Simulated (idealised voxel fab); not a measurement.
Herein follows the process module entitled voxel capacitor over wiring.
For reference, the cross-section in this document is cut, with width 300 nm and square cells of 5 nm.
For the purposes of this document, a cross-section shall be understood as a grid of square cells, specified as bands listed in top-to-bottom order, each band consisting of one or more rows of cells. A band entry consists of two parts. The first gives the height of the band's top and the height of its bottom, in nm. The rest lists the band's materials from left to right, each with its width in nm. A single material labelled with the word "everywhere" fills the band from edge to edge, and the word "air" marks empty space. All heights in this document are referenced to 0, defined as the level beneath which the wafer, as received, consists entirely of one material. The lowest band is not bounded below; it extends indefinitely downward and is written in the form "0 nm and below". Width spec "30..40" -> top row of cells at first value, bottom row at second value, equal per-row change in between. "stayed the same", as given for a step, is the statement that not any cell of the cross-section underwent a change during that step. Under "Sealed cavities" you'll find the enclosed gaps, the ones with no way out to the top, that are 8 cells or bigger; each reads width x height at distance, with distance counted from the left edge, everything in nm. Heads up: the bit after the settings on a step's line is the simulator's remark on that step. The "overlay nm" setting may appear on a step's line; for a step that uses a mask, it gives how far to the right of its planned position the mask lay, and a negative value indicates the left. Structure of the following material. The material consists of pairs of cross-sections. Each pair comprises the cross-section before one process step and the cross-section after that step, the latter shown only down to the lowest band that changed. The step between the cross-sections is specified beneath each pair, including its settings. Pairs are not necessarily consecutive: they may derive from different runs of this module performed on the same starting wafer. Continuity with the pair above is to be assumed only where the entry headed "Pre-processing view" of the pair in question states it.
# Pre-processing view
0 nm and below = Si everywhere
Sealed cavities: none
# State After Step
15 nm to 0 nm = SiO2 everywhere
No changes below 0.
Sealed cavities: none
Which process step falls between the two cross-sections above? CONFORMAL_DEP (material SiO2; thk nm 15)
Pre-processing view: Reference is made to the cross-section shown after the step in the pair directly above, which represents the state prior to this step.
# State After Step
20 nm to 15 nm = SiN everywhere
No changes below 15.
Sealed cavities: none
Which process step falls between the two cross-sections above? CONFORMAL_DEP (material SiN; thk nm 5)
Pre-processing view: Reference is made to the cross-section shown after the step in the pair directly above, which represents the state prior to this step.
# State After Step
40 nm to 20 nm = lowk everywhere
No changes below 20.
Sealed cavities: none
Which process step falls between the two cross-sections above? DIRECTIONAL_DEP (material lowk; thk nm 20)
Pre-processing view: Reference is made to the cross-section shown after the step in the pair directly above, which represents the state prior to this step.
# State After Step
55 nm to 40 nm = aC everywhere
No changes below 40.
Sealed cavities: none
Which process step falls between the two cross-sections above? DIRECTIONAL_DEP (material aC; thk nm 15)
Pre-processing view: Reference is made to the cross-section shown after the step in the pair directly above, which represents the state prior to this step.
# State After Step
85 nm to 55 nm = 95 of resist  20 of air  65 of resist  20 of air  100 of resist
No changes below 55.
Sealed cavities: none
Which process step falls between the two cross-sections above? PATTERN (tone open; mask id METAL_1; material resist; width nm 20; pitch nm 85; thk nm 30; overlay nm 0)
Pre-processing view: Reference is made to the cross-section shown after the step in the pair directly above, which represents the state prior to this step.
# State After Step
70 nm to 55 nm = 95 of resist  20 of air  65 of resist  20 of air  100 of resist
55 nm to 40 nm = 95 of aC  20 of air  65 of aC  20 of air  100 of aC
No changes below 40.
Sealed cavities: none
Which process step falls between the two cross-sections above? DIRECTIONAL_ETCH (etch materials aC; depth nm 15)
Pre-processing view: Reference is made to the cross-section shown after the step in the pair directly above, which represents the state prior to this step.
# State After Step
55 nm to 40 nm = 95 of aC  20 of air  65 of aC  20 of air  100 of aC
No changes below 40.
Sealed cavities: none
Which process step falls between the two cross-sections above? STRIP (etch materials resist)
Pre-processing view: Reference is made to the cross-section shown after the step in the pair directly above, which represents the state prior to this step.
# State After Step
55 nm to 40 nm = 95 of aC  20 of air  65 of aC  20 of air  100 of aC
40 nm to 20 nm = 95 of lowk  20 of air  65 of lowk  20 of air  100 of lowk
No changes below 20.
Sealed cavities: none
Which process step falls between the two cross-sections above? DIRECTIONAL_ETCH (etch materials lowk; depth nm 20)
Pre-processing view: Reference is made to the cross-section shown after the step in the pair directly above, which represents the state prior to this step.
# State After Step
55 nm to 40 nm = 95 of aC  20 of air  65 of aC  20 of air  100 of aC
40 nm to 20 nm = 95 of lowk  20 of air  65 of lowk  20 of air  100 of lowk
20 nm to 15 nm = 95 of SiN  20 of air  65 of SiN  20 of air  100 of SiN
No changes below 15.
Sealed cavities: none
Which process step falls between the two cross-sections above? DIRECTIONAL_ETCH (etch materials SiN; depth nm 5)
Pre-processing view: Reference is made to the cross-section shown after the step in the pair directly above, which represents the state prior to this step.
# State After Step
40 nm to 20 nm = 95 of lowk  20 of air  65 of lowk  20 of air  100 of lowk
No changes below 20.
Sealed cavities: none
Which process step falls between the two cross-sections above? STRIP (etch materials aC)
Pre-processing view: Reference is made to the cross-section shown after the step in the pair directly above, which represents the state prior to this step.
# State After Step
45 nm to 40 nm = 100 of TiN  10 of air  75 of TiN  10 of air  105 of TiN
40 nm to 20 nm = 95 of lowk  5 of TiN  10 of air  5 of TiN  65 of lowk  5 of TiN  10 of air  5 of TiN  100 of lowk
20 nm to 15 nm = 95 of SiN  20 of TiN  65 of SiN  20 of TiN  100 of SiN
No changes below 15.
Sealed cavities: none
Which process step falls between the two cross-sections above? CONFORMAL_DEP (material TiN; thk nm 5)
Pre-processing view: Reference is made to the cross-section shown after the step in the pair directly above, which represents the state prior to this step.
# State After Step
55 nm to 45 nm = Cu everywhere
45 nm to 40 nm = 100 of TiN  10 of Cu  75 of TiN  10 of Cu  105 of TiN
40 nm to 20 nm = 95 of lowk  5 of TiN  10 of Cu  5 of TiN  65 of lowk  5 of TiN  10 of Cu  5 of TiN  100 of lowk
No changes below 20.
Sealed cavities: none
Which process step falls between the two cross-sections above? FILL_DEP (material Cu; thk nm 10)
Pre-processing view: Reference is made to the cross-section shown after the step in the pair directly above, which represents the state prior to this step.
# State After Step
40 nm to 20 nm = 95 of lowk  5 of TiN  10 of Cu  5 of TiN  65 of lowk  5 of TiN  10 of Cu  5 of TiN  100 of lowk
No changes below 20.
Sealed cavities: none
Which process step falls between the two cross-sections above? CMP (height nm 40)
Pre-processing view: Reference is made to the cross-section shown after the step in the pair directly above, which represents the state prior to this step.
# State After Step
45 nm to 40 nm = SiCN everywhere
No changes below 40.
Sealed cavities: none
Which process step falls between the two cross-sections above? CONFORMAL_DEP (material SiCN; thk nm 5)
Pre-processing view: Reference is made to the cross-section shown after the step in the pair directly above, which represents the state prior to this step.
# State After Step
65 nm to 45 nm = lowk everywhere
No changes below 45.
Sealed cavities: none
Which process step falls between the two cross-sections above? DIRECTIONAL_DEP (material lowk; thk nm 20)
Pre-processing view: Reference is made to the cross-section shown after the step in the pair directly above, which represents the state prior to this step.
# State After Step
85 nm to 65 nm = 100 of resist  15 of air  185 of resist
No changes below 65.
Sealed cavities: none
Which process step falls between the two cross-sections above? PATTERN (tone open; mask id PLUG_1; material resist; width nm 15; thk nm 20; overlay nm 0)
Pre-processing view: Reference is made to the cross-section shown after the step in the pair directly above, which represents the state prior to this step.
# State After Step
85 nm to 65 nm = 100 of resist  15 of air  185 of resist
65 nm to 45 nm = 100 of lowk  15 of air  185 of lowk
No changes below 45.
Sealed cavities: none
Which process step falls between the two cross-sections above? DIRECTIONAL_ETCH (etch materials lowk; depth nm 20)
Pre-processing view: Reference is made to the cross-section shown after the step in the pair directly above, which represents the state prior to this step.
# State After Step
85 nm to 65 nm = 100 of resist  15 of air  185 of resist
65 nm to 45 nm = 100 of lowk  15 of air  185 of lowk
45 nm to 40 nm = 100 of SiCN  15 of air  185 of SiCN
No changes below 40.
Sealed cavities: none
Which process step falls between the two cross-sections above? DIRECTIONAL_ETCH (etch materials SiCN; depth nm 5)
Pre-processing view: Reference is made to the cross-section shown after the step in the pair directly above, which represents the state prior to this step.
# State After Step
65 nm to 45 nm = 100 of lowk  15 of air  185 of lowk
No changes below 45.
Sealed cavities: none
Which process step falls between the two cross-sections above? STRIP (etch materials resist)
Pre-processing view: Reference is made to the cross-section shown after the step in the pair directly above, which represents the state prior to this step.
# State After Step
65 nm to 50 nm = 100 of lowk  15 of air  185 of lowk
50 nm to 45 nm = 100 of lowk  15 of Ru  185 of lowk
45 nm to 40 nm = 100 of SiCN  15 of Ru  185 of SiCN
No changes below 40.
Sealed cavities: none
Which process step falls between the two cross-sections above? EPI (material Ru; thk nm 10)
Pre-processing view: Reference is made to the cross-section shown after the step in the pair directly above, which represents the state prior to this step.
# State After Step
65 nm to 60 nm = 100 of lowk  15 of air  185 of lowk
60 nm to 45 nm = 100 of lowk  15 of Ru  185 of lowk
No changes below 45.
Sealed cavities: none
Which process step falls between the two cross-sections above? EPI (material Ru; thk nm 10)
Pre-processing view: Reference is made to the cross-section shown after the step in the pair directly above, which represents the state prior to this step.
# State After Step
65 nm to 45 nm = 100 of lowk  15 of Ru  185 of lowk
No changes below 45.
Sealed cavities: none
Which process step falls between the two cross-sections above? EPI (material Ru; thk nm 5)
Pre-processing view: Reference is made to the cross-section shown after the step in the pair directly above, which represents the state prior to this step.
# State After Step
70 nm to 65 nm = TiN everywhere
No changes below 65.
Sealed cavities: none
Which process step falls between the two cross-sections above? DIRECTIONAL_DEP (material TiN; thk nm 5)
Pre-processing view: Reference is made to the cross-section shown after the step in the pair directly above, which represents the state prior to this step.
# State After Step
75 nm to 70 nm = SiN everywhere
No changes below 70.
Sealed cavities: none
Which process step falls between the two cross-sections above? DIRECTIONAL_DEP (material SiN; thk nm 5)
Pre-processing view: Reference is made to the cross-section shown after the step in the pair directly above, which represents the state prior to this step.
# State After Step
85 nm to 75 nm = TiN everywhere
No changes below 75.
Sealed cavities: none
Which process step falls between the two cross-sections above? DIRECTIONAL_DEP (material TiN; thk nm 10)
Pre-processing view: Reference is made to the cross-section shown after the step in the pair directly above, which represents the state prior to this step.
# State After Step
100 nm to 85 nm = 100 of air  70 of resist  130 of air
No changes below 85.
Sealed cavities: none
Which process step falls between the two cross-sections above? PATTERN (tone cover; mask id UPPER_PLATE; material resist; width nm 70; thk nm 15; overlay nm 0)
Pre-processing view: Reference is made to the cross-section shown after the step in the pair directly above, which represents the state prior to this step.
# State After Step
100 nm to 85 nm = 100 of air  70 of resist  130 of air
85 nm to 75 nm = 100 of air  70 of TiN  130 of air
No changes below 75.
Sealed cavities: none
Which process step falls between the two cross-sections above? DIRECTIONAL_ETCH (etch materials TiN; depth nm 10)
Pre-processing view: Reference is made to the cross-section shown after the step in the pair directly above, which represents the state prior to this step.
# State After Step
100 nm to 85 nm = 100 of air  70 of resist  130 of air
85 nm to 75 nm = 100 of air  70 of TiN  130 of air
75 nm to 70 nm = 100 of air  70 of SiN  130 of air
No changes below 70.
Sealed cavities: none
Which process step falls between the two cross-sections above? DIRECTIONAL_ETCH (etch materials SiN; depth nm 5)
Pre-processing view: Reference is made to the cross-section shown after the step in the pair directly above, which represents the state prior to this step.
# State After Step
85 nm to 75 nm = 100 of air  70 of TiN  130 of air
No changes below 75.
Sealed cavities: none
Which process step falls between the two cross-sections above? STRIP (etch materials resist)
Pre-processing view: Reference is made to the cross-section shown after the step in the pair directly above, which represents the state prior to this step.
# State After Step
85 nm to 75 nm = 100 of air  70 of TiN  130 of air
75 nm to 70 nm = 100 of air  70 of SiN  130 of air
70 nm to 65 nm = 95 of air  80 of TiN  125 of air
No changes below 65.
Sealed cavities: none
Which process step falls between the two cross-sections above? MASKED_ETCH (tone cover; mask id LOWER_PLATE; width nm 80; etch materials TiN; depth nm 5; overlay nm 0)
Pre-processing view: Reference is made to the cross-section shown after the step in the pair directly above, which represents the state prior to this step.
# State After Step
105 nm to 85 nm = SiO2 everywhere
85 nm to 75 nm = 100 of SiO2  70 of TiN  130 of SiO2
75 nm to 70 nm = 100 of SiO2  70 of SiN  130 of SiO2
70 nm to 65 nm = 95 of SiO2  80 of TiN  125 of SiO2
No changes below 65.
Sealed cavities: none
Which process step falls between the two cross-sections above? FILL_DEP (material SiO2; thk nm 20)
Pre-processing view: Reference is made to the cross-section shown after the step in the pair directly above, which represents the state prior to this step.
# State After Step
100 nm to 85 nm = SiO2 everywhere
No changes below 85.
Sealed cavities: none
Which process step falls between the two cross-sections above? CMP (height nm 100)
Pre-processing view: Reference is made to the cross-section shown after the step in the pair directly above, which represents the state prior to this step.
# State After Step
100 nm to 85 nm = 110 of SiO2  15 of air  175 of SiO2
No changes below 85.
Sealed cavities: none
Which process step falls between the two cross-sections above? MASKED_ETCH (tone open; mask id PLUG_2; width nm 15; etch materials SiO2; depth nm 15; overlay nm 0)
Pre-processing view: Reference is made to the cross-section shown after the step in the pair directly above, which represents the state prior to this step.
# State After Step
105 nm to 100 nm = 115 of TiN  5 of air  180 of TiN
100 nm to 90 nm = 110 of SiO2  5 of TiN  5 of air  5 of TiN  175 of SiO2
90 nm to 85 nm = 110 of SiO2  15 of TiN  175 of SiO2
No changes below 85.
Sealed cavities: none
Which process step falls between the two cross-sections above? CONFORMAL_DEP (material TiN; thk nm 5)
Pre-processing view: Reference is made to the cross-section shown after the step in the pair directly above, which represents the state prior to this step.
# State After Step
115 nm to 105 nm = Cu everywhere
105 nm to 100 nm = 115 of TiN  5 of Cu  180 of TiN
100 nm to 90 nm = 110 of SiO2  5 of TiN  5 of Cu  5 of TiN  175 of SiO2
No changes below 90.
Sealed cavities: none
Which process step falls between the two cross-sections above? FILL_DEP (material Cu; thk nm 10)
Pre-processing view: Reference is made to the cross-section shown after the step in the pair directly above, which represents the state prior to this step.
# State After Step
100 nm to 90 nm = 110 of SiO2  5 of TiN  5 of Cu  5 of TiN  175 of SiO2
No changes below 90.
Sealed cavities: none
Which process step falls between the two cross-sections above? CMP (height nm 100)
Pre-processing view: Reference is made to the cross-section shown after the step in the pair directly above, which represents the state prior to this step.
# State After Step
105 nm to 100 nm = SiCN everywhere
No changes below 100.
Sealed cavities: none
Which process step falls between the two cross-sections above? CONFORMAL_DEP (material SiCN; thk nm 5)
# Pre-processing view
70 nm to 65 nm = TiN everywhere
65 nm to 45 nm = 100 of lowk  15 of Ru  185 of lowk
45 nm to 40 nm = 100 of SiCN  15 of Ru  185 of SiCN
40 nm to 20 nm = 95 of lowk  5 of TiN  10 of Cu  5 of TiN  65 of lowk  5 of TiN  10 of Cu  5 of TiN  100 of lowk
20 nm to 15 nm = 95 of SiN  20 of TiN  65 of SiN  20 of TiN  100 of SiN
15 nm to 0 nm = SiO2 everywhere
0 nm and below = Si everywhere
Sealed cavities: none
# State After Step
80 nm to 65 nm = TiN everywhere
No changes below 65.
Sealed cavities: none
Which process step falls between the two cross-sections above? DIRECTIONAL_DEP (material TiN; thk nm 10)
Pre-processing view: Reference is made to the cross-section shown after the step in the pair directly above, which represents the state prior to this step.
# State After Step
95 nm to 80 nm = 100 of air  70 of resist  130 of air
No changes below 80.
Sealed cavities: none
Which process step falls between the two cross-sections above? PATTERN (tone cover; mask id UPPER_PLATE; material resist; width nm 70; thk nm 15; overlay nm 0)
Pre-processing view: Reference is made to the cross-section shown after the step in the pair directly above, which represents the state prior to this step.
# State After Step
95 nm to 80 nm = 100 of air  70 of resist  130 of air
80 nm to 70 nm = 100 of air  70 of TiN  130 of air
No changes below 70.
Sealed cavities: none
Which process step falls between the two cross-sections above? DIRECTIONAL_ETCH (etch materials TiN; depth nm 10)
Pre-processing view: Reference is made to the cross-section shown after the step in the pair directly above, which represents the state prior to this step.
# State After Step
80 nm to 70 nm = 100 of air  70 of TiN  130 of air
No changes below 70.
Sealed cavities: none
Which process step falls between the two cross-sections above? STRIP (etch materials resist)
Pre-processing view: Reference is made to the cross-section shown after the step in the pair directly above, which represents the state prior to this step.
# State After Step
80 nm to 70 nm = 100 of air  70 of TiN  130 of air
70 nm to 65 nm = 95 of air  80 of TiN  125 of air
No changes below 65.
Sealed cavities: none
Which process step falls between the two cross-sections above? MASKED_ETCH (tone cover; mask id LOWER_PLATE; width nm 80; etch materials TiN; depth nm 5; overlay nm 0)
Pre-processing view: Reference is made to the cross-section shown after the step in the pair directly above, which represents the state prior to this step.
# State After Step
100 nm to 80 nm = SiO2 everywhere
80 nm to 70 nm = 100 of SiO2  70 of TiN  130 of SiO2
70 nm to 65 nm = 95 of SiO2  80 of TiN  125 of SiO2
No changes below 65.
Sealed cavities: none
Which process step falls between the two cross-sections above? FILL_DEP (material SiO2; thk nm 20)
Pre-processing view: Reference is made to the cross-section shown after the step in the pair directly above, which represents the state prior to this step.
# State After Step
100 nm to 85 nm = 110 of SiO2  15 of air  175 of SiO2
No changes below 85.
Sealed cavities: none
Which process step falls between the two cross-sections above? MASKED_ETCH (tone open; mask id PLUG_2; width nm 15; etch materials SiO2; depth nm 15; overlay nm 0)
Pre-processing view: Reference is made to the cross-section shown after the step in the pair directly above, which represents the state prior to this step.
# State After Step
105 nm to 100 nm = 115 of TiN  5 of air  180 of TiN
100 nm to 90 nm = 110 of SiO2  5 of TiN  5 of air  5 of TiN  175 of SiO2
90 nm to 85 nm = 110 of SiO2  15 of TiN  175 of SiO2
No changes below 85.
Sealed cavities: none
Which process step falls between the two cross-sections above? CONFORMAL_DEP (material TiN; thk nm 5)
Pre-processing view: Reference is made to the cross-section shown after the step in the pair directly above, which represents the state prior to this step.
# State After Step
115 nm to 105 nm = Cu everywhere
105 nm to 100 nm = 115 of TiN  5 of Cu  180 of TiN
100 nm to 90 nm = 110 of SiO2  5 of TiN  5 of Cu  5 of TiN  175 of SiO2
No changes below 90.
Sealed cavities: none
Which process step falls between the two cross-sections above? FILL_DEP (material Cu; thk nm 10)
Pre-processing view: Reference is made to the cross-section shown after the step in the pair directly above, which represents the state prior to this step.
# State After Step
100 nm to 90 nm = 110 of SiO2  5 of TiN  5 of Cu  5 of TiN  175 of SiO2
No changes below 90.
Sealed cavities: none
Which process step falls between the two cross-sections above? CMP (height nm 100)
Pre-processing view: Reference is made to the cross-section shown after the step in the pair directly above, which represents the state prior to this step.
# State After Step
105 nm to 100 nm = SiCN everywhere
No changes below 100.
Sealed cavities: none
Which process step falls between the two cross-sections above? CONFORMAL_DEP (material SiCN; thk nm 5)
# Pre-processing view
65 nm to 60 nm = 100 of lowk  15 of air  185 of lowk
60 nm to 45 nm = 100 of lowk  15 of Ru  185 of lowk
45 nm to 40 nm = 100 of SiCN  15 of Ru  185 of SiCN
40 nm to 20 nm = 95 of lowk  5 of TiN  10 of Cu  5 of TiN  65 of lowk  5 of TiN  10 of Cu  5 of TiN  100 of lowk
20 nm to 15 nm = 95 of SiN  20 of TiN  65 of SiN  20 of TiN  100 of SiN
15 nm to 0 nm = SiO2 everywhere
0 nm and below = Si everywhere
Sealed cavities: none
# State After Step
70 nm to 65 nm = 95 of air  25 of Ru  180 of air
65 nm to 45 nm = 100 of lowk  15 of Ru  185 of lowk
No changes below 45.
Sealed cavities: none
Which process step falls between the two cross-sections above? EPI (material Ru; thk nm 10)
Pre-processing view: Reference is made to the cross-section shown after the step in the pair directly above, which represents the state prior to this step.
# State After Step
75 nm to 65 nm = 90 of air  35 of Ru  175 of air
No changes below 65.
Sealed cavities: none
Which process step falls between the two cross-sections above? EPI (material Ru; thk nm 5)
Pre-processing view: Reference is made to the cross-section shown after the step in the pair directly above, which represents the state prior to this step.
# State After Step
80 nm to 75 nm = 90 of air  35 of TiN  175 of air
75 nm to 70 nm = 90 of air  35 of Ru  175 of air
70 nm to 65 nm = 90 of TiN  35 of Ru  175 of TiN
No changes below 65.
Sealed cavities: none
Which process step falls between the two cross-sections above? DIRECTIONAL_DEP (material TiN; thk nm 5)
Pre-processing view: Reference is made to the cross-section shown after the step in the pair directly above, which represents the state prior to this step.
# State After Step
85 nm to 80 nm = 90 of air  35 of SiN  175 of air
80 nm to 75 nm = 90 of air  35 of TiN  175 of air
75 nm to 70 nm = 90 of SiN  35 of Ru  175 of SiN
No changes below 70.
Sealed cavities: none
Which process step falls between the two cross-sections above? DIRECTIONAL_DEP (material SiN; thk nm 5)
Pre-processing view: Reference is made to the cross-section shown after the step in the pair directly above, which represents the state prior to this step.
# State After Step
95 nm to 85 nm = 90 of air  35 of TiN  175 of air
85 nm to 80 nm = 90 of TiN  35 of SiN  175 of TiN
80 nm to 75 nm = TiN everywhere
No changes below 75.
Sealed cavities: none
Which process step falls between the two cross-sections above? DIRECTIONAL_DEP (material TiN; thk nm 10)
Pre-processing view: Reference is made to the cross-section shown after the step in the pair directly above, which represents the state prior to this step.
# State After Step
110 nm to 95 nm = 100 of air  70 of resist  130 of air
95 nm to 85 nm = 90 of air  35 of TiN  45 of resist  130 of air
No changes below 85.
Sealed cavities: none
Which process step falls between the two cross-sections above? PATTERN (tone cover; mask id UPPER_PLATE; material resist; width nm 70; thk nm 15; overlay nm 0)
Pre-processing view: Reference is made to the cross-section shown after the step in the pair directly above, which represents the state prior to this step.
# State After Step
110 nm to 95 nm = 100 of air  70 of resist  130 of air
95 nm to 85 nm = 100 of air  25 of TiN  45 of resist  130 of air
85 nm to 80 nm = 90 of air  35 of SiN  45 of TiN  130 of air
80 nm to 75 nm = 90 of air  80 of TiN  130 of air
No changes below 75.
Sealed cavities: none
Which process step falls between the two cross-sections above? DIRECTIONAL_ETCH (etch materials TiN; depth nm 10)
Pre-processing view: Reference is made to the cross-section shown after the step in the pair directly above, which represents the state prior to this step.
# State After Step
110 nm to 95 nm = 100 of air  70 of resist  130 of air
95 nm to 85 nm = 100 of air  25 of TiN  45 of resist  130 of air
85 nm to 80 nm = 100 of air  25 of SiN  45 of TiN  130 of air
80 nm to 75 nm = 90 of air  80 of TiN  130 of air
75 nm to 70 nm = 90 of air  35 of Ru  45 of SiN  130 of air
No changes below 70.
Sealed cavities: none
Which process step falls between the two cross-sections above? DIRECTIONAL_ETCH (etch materials SiN; depth nm 5)
Pre-processing view: Reference is made to the cross-section shown after the step in the pair directly above, which represents the state prior to this step.
# State After Step
95 nm to 85 nm = 100 of air  25 of TiN  175 of air
No changes below 85.
Sealed cavities: none
Which process step falls between the two cross-sections above? STRIP (etch materials resist)
Pre-processing view: Reference is made to the cross-section shown after the step in the pair directly above, which represents the state prior to this step.
# State After Step
95 nm to 85 nm = 100 of air  25 of TiN  175 of air
85 nm to 80 nm = 100 of air  25 of SiN  45 of TiN  130 of air
80 nm to 75 nm = 95 of air  75 of TiN  130 of air
75 nm to 70 nm = 90 of air  35 of Ru  45 of SiN  130 of air
70 nm to 65 nm = 90 of air  35 of Ru  50 of TiN  125 of air
No changes below 65.
Sealed cavities: none
Which process step falls between the two cross-sections above? MASKED_ETCH (tone cover; mask id LOWER_PLATE; width nm 80; etch materials TiN; depth nm 5; overlay nm 0)
Pre-processing view: Reference is made to the cross-section shown after the step in the pair directly above, which represents the state prior to this step.
# State After Step
115 nm to 95 nm = SiO2 everywhere
95 nm to 85 nm = 100 of SiO2  25 of TiN  175 of SiO2
85 nm to 80 nm = 100 of SiO2  25 of SiN  45 of TiN  130 of SiO2
80 nm to 75 nm = 95 of SiO2  75 of TiN  130 of SiO2
75 nm to 70 nm = 90 of SiO2  35 of Ru  45 of SiN  130 of SiO2
70 nm to 65 nm = 90 of SiO2  35 of Ru  50 of TiN  125 of SiO2
No changes below 65.
Sealed cavities: none
Which process step falls between the two cross-sections above? FILL_DEP (material SiO2; thk nm 20)
Pre-processing view: Reference is made to the cross-section shown after the step in the pair directly above, which represents the state prior to this step.
# State After Step
100 nm to 95 nm = SiO2 everywhere
No changes below 95.
Sealed cavities: none
Which process step falls between the two cross-sections above? CMP (height nm 100)
Pre-processing view: Reference is made to the cross-section shown after the step in the pair directly above, which represents the state prior to this step.
# State After Step
100 nm to 95 nm = 110 of SiO2  15 of air  175 of SiO2
No changes below 95.
Sealed cavities: none
Which process step falls between the two cross-sections above? MASKED_ETCH (tone open; mask id PLUG_2; width nm 15; etch materials SiO2; depth nm 15; overlay nm 0)
Pre-processing view: Reference is made to the cross-section shown after the step in the pair directly above, which represents the state prior to this step.
# State After Step
105 nm to 100 nm = 115 of TiN  5 of air  180 of TiN
100 nm to 95 nm = 110 of SiO2  15 of TiN  175 of SiO2
No changes below 95.
Sealed cavities: none
Which process step falls between the two cross-sections above? CONFORMAL_DEP (material TiN; thk nm 5)
Pre-processing view: Reference is made to the cross-section shown after the step in the pair directly above, which represents the state prior to this step.
# State After Step
115 nm to 105 nm = Cu everywhere
105 nm to 100 nm = 115 of TiN  5 of Cu  180 of TiN
No changes below 100.
Sealed cavities: none
Which process step falls between the two cross-sections above? FILL_DEP (material Cu; thk nm 10)
Pre-processing view: Reference is made to the cross-section shown after the step in the pair directly above, which represents the state prior to this step.
# State After Step
100 nm to 95 nm = 110 of SiO2  15 of TiN  175 of SiO2
No changes below 95.
Sealed cavities: none
Which process step falls between the two cross-sections above? CMP (height nm 100)
Pre-processing view: Reference is made to the cross-section shown after the step in the pair directly above, which represents the state prior to this step.
# State After Step
105 nm to 100 nm = SiCN everywhere
No changes below 100.
Sealed cavities: none
Which process step falls between the two cross-sections above? CONFORMAL_DEP (material SiCN; thk nm 5)
# Pre-processing view
65 nm to 60 nm = 100 of lowk  15 of air  185 of lowk
60 nm to 45 nm = 100 of lowk  15 of Ru  185 of lowk
45 nm to 40 nm = 100 of SiCN  15 of Ru  185 of SiCN
40 nm to 20 nm = 95 of lowk  5 of TiN  10 of Cu  5 of TiN  65 of lowk  5 of TiN  10 of Cu  5 of TiN  100 of lowk
20 nm to 15 nm = 95 of SiN  20 of TiN  65 of SiN  20 of TiN  100 of SiN
15 nm to 0 nm = SiO2 everywhere
0 nm and below = Si everywhere
Sealed cavities: none
# State After Step
70 nm to 65 nm = 100 of TiN  15 of air  185 of TiN
65 nm to 60 nm = 100 of lowk  15 of TiN  185 of lowk
No changes below 60.
Sealed cavities: none
Which process step falls between the two cross-sections above? DIRECTIONAL_DEP (material TiN; thk nm 5)
Pre-processing view: Reference is made to the cross-section shown after the step in the pair directly above, which represents the state prior to this step.
# State After Step
75 nm to 70 nm = 105 of Ru  5 of air  190 of Ru
70 nm to 65 nm = 100 of TiN  15 of Ru  185 of TiN
No changes below 65.
Sealed cavities: none
Which process step falls between the two cross-sections above? EPI (material Ru; thk nm 5)
Pre-processing view: Reference is made to the cross-section shown after the step in the pair directly above, which represents the state prior to this step.
# State After Step
80 nm to 75 nm = 105 of SiN  5 of air  190 of SiN
75 nm to 70 nm = 105 of Ru  5 of SiN  190 of Ru
No changes below 70.
Sealed cavities: none
Which process step falls between the two cross-sections above? DIRECTIONAL_DEP (material SiN; thk nm 5)
Pre-processing view: Reference is made to the cross-section shown after the step in the pair directly above, which represents the state prior to this step.
# State After Step
90 nm to 85 nm = 105 of TiN  5 of air  190 of TiN
85 nm to 80 nm = TiN everywhere
80 nm to 75 nm = 105 of SiN  5 of TiN  190 of SiN
No changes below 75.
Sealed cavities: none
Which process step falls between the two cross-sections above? DIRECTIONAL_DEP (material TiN; thk nm 10)
Pre-processing view: Reference is made to the cross-section shown after the step in the pair directly above, which represents the state prior to this step.
# State After Step
105 nm to 90 nm = 100 of air  70 of resist  130 of air
90 nm to 85 nm = 105 of TiN  5 of resist  190 of TiN
No changes below 85.
Sealed cavities: none
Which process step falls between the two cross-sections above? PATTERN (tone cover; mask id UPPER_PLATE; material resist; width nm 70; thk nm 15; overlay nm 0)
Pre-processing view: Reference is made to the cross-section shown after the step in the pair directly above, which represents the state prior to this step.
# State After Step
105 nm to 90 nm = 100 of air  70 of resist  130 of air
90 nm to 85 nm = 100 of air  5 of TiN  5 of resist  60 of TiN  130 of air
85 nm to 80 nm = 100 of air  70 of TiN  130 of air
No changes below 80.
Sealed cavities: none
Which process step falls between the two cross-sections above? DIRECTIONAL_ETCH (etch materials TiN; depth nm 10)
Pre-processing view: Reference is made to the cross-section shown after the step in the pair directly above, which represents the state prior to this step.
# State After Step
105 nm to 90 nm = 100 of air  70 of resist  130 of air
90 nm to 85 nm = 100 of air  5 of TiN  5 of resist  60 of TiN  130 of air
85 nm to 80 nm = 100 of air  70 of TiN  130 of air
80 nm to 75 nm = 100 of air  5 of SiN  5 of TiN  60 of SiN  130 of air
No changes below 75.
Sealed cavities: none
Which process step falls between the two cross-sections above? DIRECTIONAL_ETCH (etch materials SiN; depth nm 5)
Pre-processing view: Reference is made to the cross-section shown after the step in the pair directly above, which represents the state prior to this step.
# State After Step
90 nm to 85 nm = 100 of air  5 of TiN  5 of air  60 of TiN  130 of air
No changes below 85.
Sealed cavities: none
Which process step falls between the two cross-sections above? STRIP (etch materials resist)
Pre-processing view: Reference is made to the cross-section shown after the step in the pair directly above, which represents the state prior to this step.
# State After Step
110 nm to 90 nm = SiO2 everywhere
90 nm to 85 nm = 100 of SiO2  5 of TiN  5 of SiO2  60 of TiN  130 of SiO2
85 nm to 80 nm = 100 of SiO2  70 of TiN  130 of SiO2
80 nm to 75 nm = 100 of SiO2  5 of SiN  5 of TiN  60 of SiN  130 of SiO2
No changes below 75.
Sealed cavities: none
Which process step falls between the two cross-sections above? FILL_DEP (material SiO2; thk nm 20)
Pre-processing view: Reference is made to the cross-section shown after the step in the pair directly above, which represents the state prior to this step.
# State After Step
100 nm to 90 nm = SiO2 everywhere
No changes below 90.
Sealed cavities: none
Which process step falls between the two cross-sections above? CMP (height nm 100)
Pre-processing view: Reference is made to the cross-section shown after the step in the pair directly above, which represents the state prior to this step.
# State After Step
100 nm to 90 nm = 110 of SiO2  15 of air  175 of SiO2
No changes below 90.
Sealed cavities: none
Which process step falls between the two cross-sections above? MASKED_ETCH (tone open; mask id PLUG_2; width nm 15; etch materials SiO2; depth nm 15; overlay nm 0)
Pre-processing view: Reference is made to the cross-section shown after the step in the pair directly above, which represents the state prior to this step.
# State After Step
105 nm to 100 nm = 115 of TiN  5 of air  180 of TiN
100 nm to 95 nm = 110 of SiO2  5 of TiN  5 of air  5 of TiN  175 of SiO2
95 nm to 90 nm = 110 of SiO2  15 of TiN  175 of SiO2
No changes below 90.
Sealed cavities: none
Which process step falls between the two cross-sections above? CONFORMAL_DEP (material TiN; thk nm 5)
Pre-processing view: Reference is made to the cross-section shown after the step in the pair directly above, which represents the state prior to this step.
# State After Step
115 nm to 105 nm = Cu everywhere
105 nm to 100 nm = 115 of TiN  5 of Cu  180 of TiN
100 nm to 95 nm = 110 of SiO2  5 of TiN  5 of Cu  5 of TiN  175 of SiO2
No changes below 95.
Sealed cavities: none
Which process step falls between the two cross-sections above? FILL_DEP (material Cu; thk nm 10)
